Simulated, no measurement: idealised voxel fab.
This section sets out a process module, namely voxel ribs on slabs.
The figure presents cross-section cut, which has a width of 275 nm and is divided into square cells with an edge length of 5 nm.
A cross-section is written here as square cells arranged in a grid, and it is given in bands from the top down, each band taking up one or more rows of cells.
Band: top height; bottom height; in nm. Then, left to right: material with width in nm, for each material. "all across": a single material spanning edge to edge. "air": empty space.
The level at which height equals 0 is the one under which the wafer, as it arrives, is entirely one material. No lower edge exists for the bottom band, which continues downward and is notated as in "0 nm and below".
The width entry "30 to 40" should be interpreted row by row: the top row of cells in the band takes the first number, the bottom row takes the second number, and the change between adjacent rows is uniform throughout.
When a step is marked "no alterations made", none of the cells in the cross-section changed during that step.
"Sealed void inventory" contains a list of empty spaces, each no smaller than 8 cells and without an open way to the top, written in the form width x height at distance with the distance from the left edge and all three in nm.
Where a step's line continues beyond its settings, the continuation is a remark by the simulator itself on that step.
overlay nm: step with mask; distance mask lay right of planned place; negative value = left of planned place.
Planned process steps
1 RECEIVE, material Si
2 DIRECTIONAL_DEP, material SiO2, thk nm 30
3 DIRECTIONAL_DEP, material polySi, thk nm 25
4 MASKED_ETCH, tone cover, mask id RIB, width nm 15, etch materials polySi, depth nm 15, overlay nm 0
5 PATTERN, tone cover, mask id SLAB, material resist, width nm 75, thk nm 15, overlay nm 0
6 DIRECTIONAL_ETCH, etch materials polySi, depth nm 10
7 STRIP, etch materials resist
8 FILL_DEP, material SiO2, thk nm 25
9 CMP, height nm 75
10 DIRECTIONAL_DEP, material W, thk nm 5
11 DIRECTIONAL_DEP, material aC, thk nm 15
12 PATTERN, tone cover, mask id HEATER, material resist, width nm 25, thk nm 30, overlay nm 0
13 DIRECTIONAL_ETCH, etch materials aC, depth nm 15
14 STRIP, etch materials resist
15 DIRECTIONAL_ETCH, etch materials W, depth nm 5
16 STRIP, etch materials aC
17 CONFORMAL_DEP, material SiO2, thk nm 10
Run as planned: first of two wafers
Here's what the wafer looked like in cross-section when it arrived - that's after step 1
> 0 nm and below = Si all across
> Sealed void inventory: none
After step 2, in cross-section
> 30 nm to 0 nm = SiO2 all across
> Heights below 0 show no change.
After step 3, in cross-section
> 55 nm to 30 nm = polySi all across
> Heights below 30 show no change.
After step 4, in cross-section
> 55 nm to 40 nm = air: 130; polySi: 15; air: 130
> Heights below 40 show no change.
After step 5, in cross-section
> 70 nm to 55 nm = air: 100; resist: 75; air: 100
> 55 nm to 40 nm = air: 100; resist: 30; polySi: 15; resist: 30; air: 100
> Heights below 40 show no change.
After step 6, in cross-section
> 70 nm to 55 nm = air: 100; resist: 75; air: 100
> 55 nm to 40 nm = air: 100; resist: 30; polySi: 15; resist: 30; air: 100
> 40 nm to 30 nm = air: 100; polySi: 75; air: 100
> Heights below 30 show no change.
After step 7, in cross-section
> 55 nm to 40 nm = air: 130; polySi: 15; air: 130
> Heights below 40 show no change.
After step 8, in cross-section
> 80 nm to 55 nm = SiO2 all across
> 55 nm to 40 nm = SiO2: 130; polySi: 15; SiO2: 130
> 40 nm to 30 nm = SiO2: 100; polySi: 75; SiO2: 100
> Heights below 30 show no change.
After step 9, in cross-section
> 75 nm to 55 nm = SiO2 all across
> Heights below 55 show no change.
After step 10, in cross-section
> 80 nm to 75 nm = W all across
> Heights below 75 show no change.
After step 11, in cross-section
> 95 nm to 80 nm = aC all across
> Heights below 80 show no change.
After step 12, in cross-section
> 125 nm to 95 nm = air: 125; resist: 25; air: 125
> Heights below 95 show no change.
After step 13, in cross-section
> 110 nm to 95 nm = air: 125; resist: 25; air: 125
> 95 nm to 80 nm = air: 125; aC: 25; air: 125
> Heights below 80 show no change.
After step 14, in cross-section
> 95 nm to 80 nm = air: 125; aC: 25; air: 125
> Heights below 80 show no change.
After step 15, in cross-section
> 95 nm to 80 nm = air: 125; aC: 25; air: 125
> 80 nm to 75 nm = air: 125; W: 25; air: 125
> Heights below 75 show no change.
After step 16, in cross-section
> 80 nm to 75 nm = air: 125; W: 25; air: 125
> Heights below 75 show no change.
After step 17, in cross-section
> 90 nm to 85 nm = air: 115; SiO2: 45; air: 115
> 85 nm to 80 nm = SiO2 all across
> 80 nm to 75 nm = SiO2: 125; W: 25; SiO2: 125
> Heights below 75 show no change.
Second Wafer (Identical Start and Plan, One Processing Error; Matches First Wafer Through Step 9)
Second wafer profile in section, at the moment step 10 of the plan was meant to be complete
> 80 nm to 55 nm = SiO2 all across
> Heights below 55 show no change.
Second wafer profile in section, at the moment step 11 of the plan was meant to be complete
> 95 nm to 80 nm = aC all across
> Heights below 80 show no change.
Second wafer profile in section, at the moment step 12 of the plan was meant to be complete
> 125 nm to 95 nm = air: 125; resist: 25; air: 125
> Heights below 95 show no change.
Second wafer profile in section, at the moment step 13 of the plan was meant to be complete
> 110 nm to 95 nm = air: 125; resist: 25; air: 125
> 95 nm to 80 nm = air: 125; aC: 25; air: 125
> Heights below 80 show no change.
Second wafer profile in section, at the moment step 14 of the plan was meant to be complete
> 95 nm to 80 nm = air: 125; aC: 25; air: 125
> Heights below 80 show no change.
Second wafer profile in section, at the moment step 15 of the plan was meant to be complete: no alterations made
Second wafer profile in section, at the moment step 16 of the plan was meant to be complete
> 80 nm to 55 nm = SiO2 all across
> Heights below 55 show no change.
Second wafer profile in section, at the moment step 17 of the plan was meant to be complete
> 90 nm to 55 nm = SiO2 all across
> Heights below 55 show no change.
what went wrong: step 10 off recipe, ran as DIRECTIONAL_DEP, material SiO2, thk nm 5
Final comparison by cell count, materials where the second wafer has more or fewer than the first: SiO2 +51, W -5
